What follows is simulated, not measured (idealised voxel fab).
Proc. module: voxel ribs on slabs
For reference, the cross-section in this document is cut, with width 250 nm and square cells of 5 nm.
A cross-section is written here as square cells arranged in a grid, and it is given in bands from the top down, each band taking up one or more rows of cells. The band entry comprises the height of the band's top followed by the height of its bottom, expressed in nm, and subsequently the band's materials from left to right, each stated together with its width in nm. Where a single material is marked with the word "full width", that material fills the band from edge to edge. The word "blank" represents empty space. Convention: height 0 is the level below which the wafer, as received, is all one material. The lowest band does not terminate at the bottom but continues downward, represented as "0 down". Width: "30 to 40" (first number = top row, second number = bottom row, same change from row to row of cells). For the purposes of this document, the phrase "no change" attached to a step denotes that no cell within the cross-section was modified by that step. Entry "Tabulated closed voids". Content: empty spaces with no open connection to the top, size 8 cells or greater. Each: width x height at distance. Distance: from left edge. Unit: nm. Whatever follows a step's settings on its line is a remark the simulator itself makes about that step. The line of a step may include "overlay nm". On a step with a mask, this value is how far to the right of its planned place the mask lay. A negative value means the mask lay to the left.

SO HERE'S THE LINEUP OF PROCESS STEPS WE PLANNED
- 1: op RECEIVE | material Si
- 2: op DIRECTIONAL_DEP | material SiO2 | thk nm 30
- 3: op DIRECTIONAL_DEP | material polySi | thk nm 20
- 4: op PATTERN | tone cover | mask id RIB | material resist | width nm 30 | thk nm 20 | overlay nm 0
- 5: op DIRECTIONAL_ETCH | etch materials polySi | depth nm 5
- 6: op STRIP | etch materials resist
- 7: op MASKED_ETCH | tone cover | mask id SLAB | width nm 90 | etch materials polySi | depth nm 15 | overlay nm 0
- 8: op FILL_DEP | material SiO2 | thk nm 15
- 9: op CMP | height nm 60
- 10: op DIRECTIONAL_DEP | material TiN | thk nm 5
- 11: op DIRECTIONAL_DEP | material aC | thk nm 10
- 12: op PATTERN | tone cover | mask id HEATER | material resist | width nm 40 | thk nm 25 | overlay nm 0
- 13: op DIRECTIONAL_ETCH | etch materials aC | depth nm 10
- 14: op STRIP | etch materials resist
- 15: op DIRECTIONAL_ETCH | etch materials TiN | depth nm 5
- 16: op STRIP | etch materials aC
- 17: op CONFORMAL_DEP | material SiO2 | thk nm 10

CROSS-SECTION OF THE INCOMING WAFER, STATE AFTER STEP 1
  0 down: Si full width
  Tabulated closed voids: none

FINAL WAFER PROFILE IN CROSS-SECTION AFTER THE MODULE, FROM THE SAME START AND PLAN AS ABOVE, WITH ONE MISTAKE MADE DURING PROCESSING
  75 to 70: blank: 95  SiO2: 60  blank: 95
  70 to 65: SiO2 full width
  65 to 60: SiO2: 105  TiN: 40  SiO2: 105
  60 to 50: SiO2 full width
  50 to 45: SiO2: 110  polySi: 35  SiO2: 105
  45 to 30: SiO2: 80  polySi: 90  SiO2: 80
  30 to 0: SiO2 full width
  0 down: Si full width
  Tabulated closed voids: none
Processing error: it should be noted that step 4 was executed with settings other than those planned, the operation and settings actually applied being op PATTERN | tone cover | mask id RIB | material resist | width nm 35 | thk nm 20 | overlay nm 0
